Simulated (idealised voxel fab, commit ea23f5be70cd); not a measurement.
The following is a process module called voxel transistor to metal.
The figure presents cross-section cut, which has a width of 285 nm and is divided into square cells with an edge length of 5 nm.
Notation: cross-section as square-cell grid; stated in bands, top first, going down; one or more cell rows per band.
Heights first: top, then bottom, in nm. Then materials, left to right, each with a width in nm. "all across" on a single material: fills the band edge to edge. "blank": empty space.
Beneath 0, the wafer as received is one material, and that level is where height counting begins. The lowest band goes on downward without a bottom; it is written like "0..down".
A two-number width, for instance "30 to 40", indicates that the width is equal to the first number in the top row of the band and to the second number in the bottom row, and that it changes by a constant amount per row of cells.
Where a step carries "no modification", the cross-section came out of it unchanged, cell for cell.
Under "Closed empty spaces" you'll find the enclosed gaps, the ones with no way out to the top, that are 8 cells or bigger; each reads width x height at distance, with distance counted from the left edge, everything in nm.
Where a step's line continues beyond its settings, the continuation is a remark by the simulator itself on that step.
The setting "overlay nm" may be written on the line of a step. When the step uses a mask, the value reports how far to the right of the planned place the mask lay, and a negative value reports that it lay to the left.
The planned process steps are enumerated hereunder:
1: RECEIVE | material Si
2: CONFORMAL_DEP | material SiO2 | thk nm 5
3: CONFORMAL_DEP | material SiN | thk nm 10
4: MASKED_ETCH | tone cover | mask id ACTIVE | width nm 95 | pitch nm 125 | etch materials SiN | depth nm 10 | overlay nm 0
5: MASKED_ETCH | tone cover | mask id ACTIVE | width nm 95 | pitch nm 125 | etch materials SiO2 | depth nm 5 | overlay nm 0
6: MASKED_ETCH | tone cover | mask id ACTIVE | width nm 95 | pitch nm 125 | etch materials Si | depth nm 35 | overlay nm 0
7: FILL_DEP | material SiO2 | thk nm 10
8: CMP | height nm 15
9: SELECTIVE_ETCH | etch materials SiO2 | depth nm 5
10: STRIP | etch materials SiN
11: SELECTIVE_ETCH | etch materials SiO2 | depth nm 5
12: OXIDIZE | depth nm 5
13: DIRECTIONAL_DEP | material polySi | thk nm 20
14: DIRECTIONAL_DEP | material SiCN | thk nm 10
15: PATTERN | tone cover | mask id GATE | material resist | width nm 25 | pitch nm 125 | thk nm 20 | overlay nm 0
16: DIRECTIONAL_ETCH | etch materials SiCN | depth nm 20
17: DIRECTIONAL_ETCH | etch materials polySi | depth nm 30
18: STRIP | etch materials resist
19: CONFORMAL_DEP | material SiN | thk nm 10
20: DIRECTIONAL_ETCH | etch materials SiN | depth nm 10
21: DIRECTIONAL_ETCH | etch materials SiO2 | depth nm 5
22: DIRECTIONAL_ETCH | etch materials Si | depth nm 5
23: EPI | material SiGe | thk nm 10
24: FILL_DEP | material SiO2 | thk nm 5
25: CMP | height nm 30
26: DIRECTIONAL_DEP | material SiO2 | thk nm 10
27: MASKED_ETCH | tone open | mask id CONTACT | width nm 15 | etch materials SiO2 | depth nm 35 | overlay nm 0
28: CONFORMAL_DEP | material TiN | thk nm 5
29: FILL_DEP | material Ru | thk nm 5
30: CMP | height nm 40
31: DIRECTIONAL_DEP | material TiN | thk nm 5
32: DIRECTIONAL_DEP | material Ru | thk nm 25
33: MASKED_ETCH | tone cover | mask id METAL_1 | width nm 15 | etch materials Ru | depth nm 25 | overlay nm 0
34: MASKED_ETCH | tone cover | mask id METAL_1 | width nm 15 | etch materials TiN | depth nm 5 | overlay nm 0
35: FILL_DEP | material lowk | thk nm 10
36: CMP | height nm 70
37: CONFORMAL_DEP | material SiN | thk nm 5
So this is the incoming wafer in cross-section - it's already been through step 1:
  0..down | Si all across
  Closed empty spaces: none
End-of-module XS, first of two wafers, run as planned:
  75..70 | SiN all across
  70..45 | lowk=35 / Ru=15 / lowk=55 / Ru=15 / lowk=40 / Ru=15 / lowk=55 / Ru=15 / lowk=40
  45..40 | lowk=35 / TiN=15 / lowk=55 / TiN=15 / lowk=40 / TiN=15 / lowk=55 / TiN=15 / lowk=40
  40..30 | SiO2=35 / TiN=5 / Ru=5 / TiN=5 / SiO2=55 / TiN=5 / Ru=5 / TiN=5 / SiO2=40 / TiN=5 / Ru=5 / TiN=5 / SiO2=55 / TiN=5 / Ru=5 / TiN=5 / SiO2=40
  30..20 | SiO2=35 / TiN=5 / Ru=5 / TiN=5 / SiO2=5 / SiN=10 / SiCN=25 / SiN=10 / SiO2=5 / TiN=5 / Ru=5 / TiN=5 / SiO2=40 / TiN=5 / Ru=5 / TiN=5 / SiO2=5 / SiN=10 / SiCN=25 / SiN=10 / SiO2=5 / TiN=5 / Ru=5 / TiN=5 / SiO2=40
  20..10 | SiO2=35 / TiN=5 / Ru=5 / TiN=5 / SiO2=5 / SiN=10 / polySi=25 / SiN=10 / SiO2=5 / TiN=5 / Ru=5 / TiN=5 / SiO2=40 / TiN=5 / Ru=5 / TiN=5 / SiO2=5 / SiN=10 / polySi=25 / SiN=10 / SiO2=5 / TiN=5 / Ru=5 / TiN=5 / SiO2=40
  10..5 | SiO2=35 / TiN=15 / SiO2=5 / SiN=10 / polySi=25 / SiN=10 / SiO2=5 / TiN=15 / SiO2=40 / TiN=15 / SiO2=5 / SiN=10 / polySi=25 / SiN=10 / SiO2=5 / TiN=15 / SiO2=40
  5..0 | SiO2=25 / SiN=10 / SiGe=20 / SiN=10 / polySi=25 / SiN=10 / SiGe=20 / SiN=10 / SiO2=20 / SiN=10 / SiGe=20 / SiN=10 / polySi=25 / SiN=10 / SiGe=20 / SiN=10 / SiO2=30
  0..-5 | SiO2=35 / SiGe=20 / SiO2=45 / SiGe=20 / SiO2=40 / SiGe=20 / SiO2=45 / SiGe=20 / SiO2=40
  -5..-10 | SiO2=30 / Si=5 / SiGe=20 / Si=45 / SiGe=20 / Si=5 / SiO2=30 / Si=5 / SiGe=20 / Si=45 / SiGe=20 / Si=5 / SiO2=35
  -10..-35 | SiO2=30 / Si=95 / SiO2=30 / Si=95 / SiO2=35
  -35..down | Si all across
  Closed empty spaces: none
The second wafer, shown in cross-section after the module: started the same way as the first and given the same plan, yet one mistake crept into how it was run:
  75..70 | SiN all across
  70..45 | lowk=35 / Ru=15 / lowk=55 / Ru=15 / lowk=40 / Ru=15 / lowk=55 / Ru=15 / lowk=40
  45..40 | lowk=35 / TiN=15 / lowk=55 / TiN=15 / lowk=40 / TiN=15 / lowk=55 / TiN=15 / lowk=40
  40..30 | SiO2=35 / TiN=5 / Ru=5 / TiN=5 / SiO2=55 / TiN=5 / Ru=5 / TiN=5 / SiO2=40 / TiN=5 / Ru=5 / TiN=5 / SiO2=55 / TiN=5 / Ru=5 / TiN=5 / SiO2=40
  30..20 | SiO2=35 / TiN=5 / Ru=5 / TiN=5 / SiO2=5 / SiN=10 / SiCN=25 / SiN=10 / SiO2=5 / TiN=5 / Ru=5 / TiN=5 / SiO2=40 / TiN=5 / Ru=5 / TiN=5 / SiO2=5 / SiN=10 / SiCN=25 / SiN=10 / SiO2=5 / TiN=5 / Ru=5 / TiN=5 / SiO2=40
  20..10 | SiO2=35 / TiN=5 / Ru=5 / TiN=5 / SiO2=5 / SiN=10 / polySi=25 / SiN=10 / SiO2=5 / TiN=5 / Ru=5 / TiN=5 / SiO2=40 / TiN=5 / Ru=5 / TiN=5 / SiO2=5 / SiN=10 / polySi=25 / SiN=10 / SiO2=5 / TiN=5 / Ru=5 / TiN=5 / SiO2=40
  10..5 | SiO2=35 / TiN=15 / SiO2=5 / SiN=10 / polySi=25 / SiN=10 / SiO2=5 / TiN=15 / SiO2=40 / TiN=15 / SiO2=5 / SiN=10 / polySi=25 / SiN=10 / SiO2=5 / TiN=15 / SiO2=40
  5..0 | SiO2=25 / SiN=10 / SiGe=20 / SiN=10 / polySi=25 / SiN=10 / SiGe=20 / SiN=10 / SiO2=20 / SiN=10 / SiGe=20 / SiN=10 / polySi=25 / SiN=10 / SiGe=20 / SiN=10 / SiO2=30
  0..-5 | SiO2=35 / SiGe=20 / SiO2=45 / SiGe=20 / SiO2=40 / SiGe=20 / SiO2=45 / SiGe=20 / SiO2=40
  -5..-10 | SiO2=30 / Si=5 / SiGe=20 / Si=45 / SiGe=20 / Si=5 / SiO2=30 / Si=5 / SiGe=20 / Si=45 / SiGe=20 / Si=5 / SiO2=35
  -10..-40 | SiO2=30 / Si=95 / SiO2=30 / Si=95 / SiO2=35
  -40..down | Si all across
  Closed empty spaces: none
Deviation from plan: step 6 was run on a setting that differed from the plan, and what really ran there is MASKED_ETCH | tone cover | mask id ACTIVE | width nm 95 | pitch nm 125 | etch materials Si | depth nm 40 | overlay nm 0
The final cell counts differ between the wafers, with the second having more or fewer of some materials than the first: 19 fewer of Si; 19 more of SiO2
